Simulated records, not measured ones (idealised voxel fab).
process module | voxel tone inversion
FYI the section here is cut, 240 nm wide, cells are 5 nm squares.
Cross-section spec: square-cell grid; bands listed top down; each band is one or more rows.
Per band: top height and bottom height in nm, followed by the left-to-right materials and their widths in nm; "throughout" marks a single material spanning edge to edge, "air" marks empty space.
Beneath 0, the wafer as received is one material, and that level is where height counting begins. The lowest band goes on downward without a bottom; it is written like "0..down".
Quick explanation for "30 to 40": the width changes in equal steps down the rows of cells, from the first number in the band's top row to the second number in its bottom row.
The cross-section has no changed cell in any step marked "no alterations made".
Voids not open to the top, 8 cells minimum: see "Voids, fully enclosed". Written width x height at distance; distance is from the left edge; nm.
Text after the settings on a step's line: the simulator's own remark on that step.
A step line may carry the setting "overlay nm", which, for steps involving a mask, states the distance by which the mask lay to the right of its intended position; negative values denote displacement to the left.

### Intended process steps
1. RECEIVE (material Si)
2. CONFORMAL_DEP (material SiN; thk nm 10)
3. DIRECTIONAL_DEP (material aC; thk nm 15)
4. PATTERN (tone cover; mask id POSTS; material resist; width nm 25; pitch nm 40; thk nm 25; overlay nm 0)
5. DIRECTIONAL_ETCH (etch materials aC; depth nm 15)
6. STRIP (etch materials resist)
7. FILL_DEP (material lowk; thk nm 5)
8. CMP (height nm 25)
9. STRIP (etch materials aC)
10. CONFORMAL_DEP (material TiN; thk nm 5)
11. FILL_DEP (material Cu; thk nm 5)
12. CMP (height nm 25)
13. CONFORMAL_DEP (material SiN; thk nm 5)

### Cross-section of the wafer at receipt, which is the condition after step 1
	0..down | Si throughout
	Voids, fully enclosed: none

### Cross-sectional view of the first of the two wafers upon completion of the module, processed in accordance with the plan
	30..25 | SiN throughout
	25..15 | lowk: 65  TiN: 5  Cu: 15  TiN: 5  lowk: 15  TiN: 5  Cu: 15  TiN: 5  lowk: 15  TiN: 5  Cu: 15  TiN: 5  lowk: 70
	15..10 | lowk: 65  TiN: 25  lowk: 15  TiN: 25  lowk: 15  TiN: 25  lowk: 70
	10..0 | SiN throughout
	0..down | Si throughout
	Voids, fully enclosed: none

### Cross-section of the latter of the two wafers at module completion. It had an identical start and an identical plan to the former; in running it, one mistake was made
	35..30 | SiN throughout
	30..25 | TiN: 70  Cu: 15  TiN: 25  Cu: 15  TiN: 25  Cu: 15  TiN: 75
	25..15 | lowk: 65  TiN: 5  Cu: 15  TiN: 5  lowk: 15  TiN: 5  Cu: 15  TiN: 5  lowk: 15  TiN: 5  Cu: 15  TiN: 5  lowk: 70
	15..10 | lowk: 65  TiN: 25  lowk: 15  TiN: 25  lowk: 15  TiN: 25  lowk: 70
	10..0 | SiN throughout
	0..down | Si throughout
	Voids, fully enclosed: none
It is concluded that the wafer was processed incorrectly with respect to the plan, in that in deviation from the planned setting, step 12 was conducted as CMP (height nm 30)
The closing comparison, in cells, has the second wafer with more or fewer of some materials than the first: 9 more of Cu, 39 more of TiN
